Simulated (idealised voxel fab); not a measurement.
This section sets out a process module, namely voxel gate over fins.
The cross-section on display is named cut; it measures 295 nm wide, and its cells are 5 nm squares.
Each cross-section below is a grid of square cells, stated as bands in top-down order, with one or more rows of cells making up each band. Heads up on the band format: heights come first, top then bottom, in nm. After that it's the materials left to right, each with its width in nm. A single material flagged "full width" fills the whole band edge to edge, and "empty" means there's empty space there. Basically, 0 is our baseline, since under it the wafer straight out of the box is all one material. The bottom band has no lower end and keeps on going down, so it looks like "from 0 down". A width given as "30 to 40" starts at the first number in the band's top row and ends at the second number in its bottom row, shifting by an equal amount at every step from row to row. Take "no change occurred" at face value: in the step it is given for, the cross-section changed in none of its cells. Closed-off voids of 8+ cells (no open route to the top) go in "Unvented internal voids", written width x height at distance from the left edge, in nm. That trailing text on a step's line, after the settings, is the simulator's own remark on the step. Among the settings permitted on a step's line is "overlay nm"; applied to a step with a mask, it specifies the extent to which the mask lay to the right of its planned position, whereas a negative figure signifies a position to the left.
# The following list gives the planned process steps
| 1 | RECEIVE: material Si |
| 2 | CONFORMAL_DEP: material SiN, thk nm 5 |
| 3 | MASKED_ETCH: tone cover, mask id FINS, width nm 15, pitch nm 40, etch materials SiN, depth nm 5, overlay nm 0 |
| 4 | MASKED_ETCH: tone cover, mask id FINS, width nm 15, pitch nm 40, etch materials Si, depth nm 35, overlay nm 0 |
| 5 | OXIDIZE: depth nm 5 |
| 6 | FILL_DEP: material SiO2, thk nm 15 |
| 7 | CMP: height nm 5 |
| 8 | SELECTIVE_ETCH: etch materials SiO2, depth nm 15 |
| 9 | STRIP: etch materials SiN |
| 10 | CONFORMAL_DEP: material HfO2, thk nm 5 |
| 11 | CONFORMAL_DEP: material TiN, thk nm 5 |
| 12 | CONFORMAL_DEP: material TiAl, thk nm 5 |
| 13 | CONFORMAL_DEP: material TiN, thk nm 5 |
| 14 | FILL_DEP: material W, thk nm 15 |
| 15 | CMP: height nm 30 |
| 16 | CONFORMAL_DEP: material SiN, thk nm 10 |
For this document, wafers share an identical start and vary in the step 13 thk nm; the plan quotes the first wafer's value.
# Cross-section of the first of several wafers on receipt, reflecting completion of step 1
	from 0 down: Si full width
	Unvented internal voids: none
# The table below has one row for each wafer; a row shows, as of the end of the module, how many cells of each material the wafer has gained, marked (+), or lost, marked (-), since it was received, and then the wafer's closed voids
thk nm 5; +67 HfO2; -456 Si; +118 SiN; +342 SiO2; +67 TiAl; +132 TiN; +202 W; Unvented internal voids: none
thk nm 10; +67 HfO2; -456 Si; +118 SiN; +342 SiO2; +67 TiAl; +195 TiN; +139 W; Unvented internal voids: none
thk nm 15; +67 HfO2; -456 Si; +118 SiN; +342 SiO2; +67 TiAl; +258 TiN; +76 W; Unvented internal voids: none
thk nm 20; +67 HfO2; -456 Si; +118 SiN; +342 SiO2; +67 TiAl; +298 TiN; +36 W; Unvented internal voids: none
